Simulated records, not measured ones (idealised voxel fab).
process module | voxel gate over fins
cross-section cut | 150 nm wide | cells 5 nm
A cross-section is a grid of square cells, given in bands from the top down. A band is one or more rows of cells.
Each band's line starts with the height of the band's top and of its bottom, in nm. Then come its materials from left to right, each with its width in nm. One material with "throughout" fills the band from edge to edge. "air" is empty space.
Height 0 is the level under which the wafer as received is all one material. The lowest band goes on downwards, as in "0 down".
A width such as "30 to 40" changes by the same amount from each row of cells to the next, from the band's top row to its bottom row.
"no change" after a step means that no cell of the cross-section changed.
closed voids: empty space of 8 cells or more with no open way to the top, each as width x height at its distance from the left edge, in nm
after a step's settings: what the simulator itself notes on the step
overlay nm, on a step with a mask: how far to the right of its planned place the mask lay; to the left if negative
plan
1 op RECEIVE | material Si
2 op CONFORMAL_DEP | material SiN | thk nm 10
3 op DIRECTIONAL_DEP | material aC | thk nm 15
4 op PATTERN | tone cover | mask id FINS | material resist | width nm 15 | pitch nm 35 | thk nm 35 | overlay nm 0
5 op DIRECTIONAL_ETCH | etch materials aC | depth nm 15
6 op STRIP | etch materials resist
7 op DIRECTIONAL_ETCH | etch materials SiN | depth nm 10
8 op DIRECTIONAL_ETCH | etch materials Si | depth nm 35
9 op STRIP | etch materials aC
10 op OXIDIZE | depth nm 5
11 op FILL_DEP | material SiO2 | thk nm 15
12 op CMP | height nm 10
13 op SELECTIVE_ETCH | etch materials SiO2 | depth nm 25
14 op STRIP | etch materials SiN
15 op CONFORMAL_DEP | material HfO2 | thk nm 5
16 op CONFORMAL_DEP | material TiN | thk nm 5
17 op FILL_DEP | material W | thk nm 10
18 op CMP | height nm 15
19 op CONFORMAL_DEP | material SiCN | thk nm 5
as received, after step 1
  0 down: Si throughout
  closed voids: none
first wafer at the end, as planned
  20 to 15: SiCN throughout
  15 to 10: W throughout
  10 to 5: W 45 | TiN 25 | W 10 | TiN 25 | W 45
  5 to 0: W 45 | TiN 5 | HfO2 15 | TiN 5 | W 10 | TiN 5 | HfO2 15 | TiN 5 | W 45
  0 to -5: W 45 | TiN 5 | HfO2 5 | Si 5 | HfO2 5 | TiN 5 | W 10 | TiN 5 | HfO2 5 | Si 5 | HfO2 5 | TiN 5 | W 45
  -5 to -10: TiN 50 | HfO2 5 | Si 5 | HfO2 5 | TiN 20 | HfO2 5 | Si 5 | HfO2 5 | TiN 50
  -10 to -15: HfO2 55 | Si 5 | HfO2 30 | Si 5 | HfO2 55
  -15 to -40: SiO2 55 | Si 5 | SiO2 30 | Si 5 | SiO2 55
  -40 down: Si throughout
  closed voids: none
second wafer at the end: like start, like plan, one mistake
  30 to 15: SiCN throughout
  15 to 10: W throughout
  10 to 5: W 45 | TiN 25 | W 10 | TiN 25 | W 45
  5 to 0: W 45 | TiN 5 | HfO2 15 | TiN 5 | W 10 | TiN 5 | HfO2 15 | TiN 5 | W 45
  0 to -5: W 45 | TiN 5 | HfO2 5 | Si 5 | HfO2 5 | TiN 5 | W 10 | TiN 5 | HfO2 5 | Si 5 | HfO2 5 | TiN 5 | W 45
  -5 to -10: TiN 50 | HfO2 5 | Si 5 | HfO2 5 | TiN 20 | HfO2 5 | Si 5 | HfO2 5 | TiN 50
  -10 to -15: HfO2 55 | Si 5 | HfO2 30 | Si 5 | HfO2 55
  -15 to -40: SiO2 55 | Si 5 | SiO2 30 | Si 5 | SiO2 55
  -40 down: Si throughout
  closed voids: none
what went wrong: step 19 ran as: op CONFORMAL_DEP | material SiCN | thk nm 15
at the end the second wafer has, in cells: 60 more of SiCN
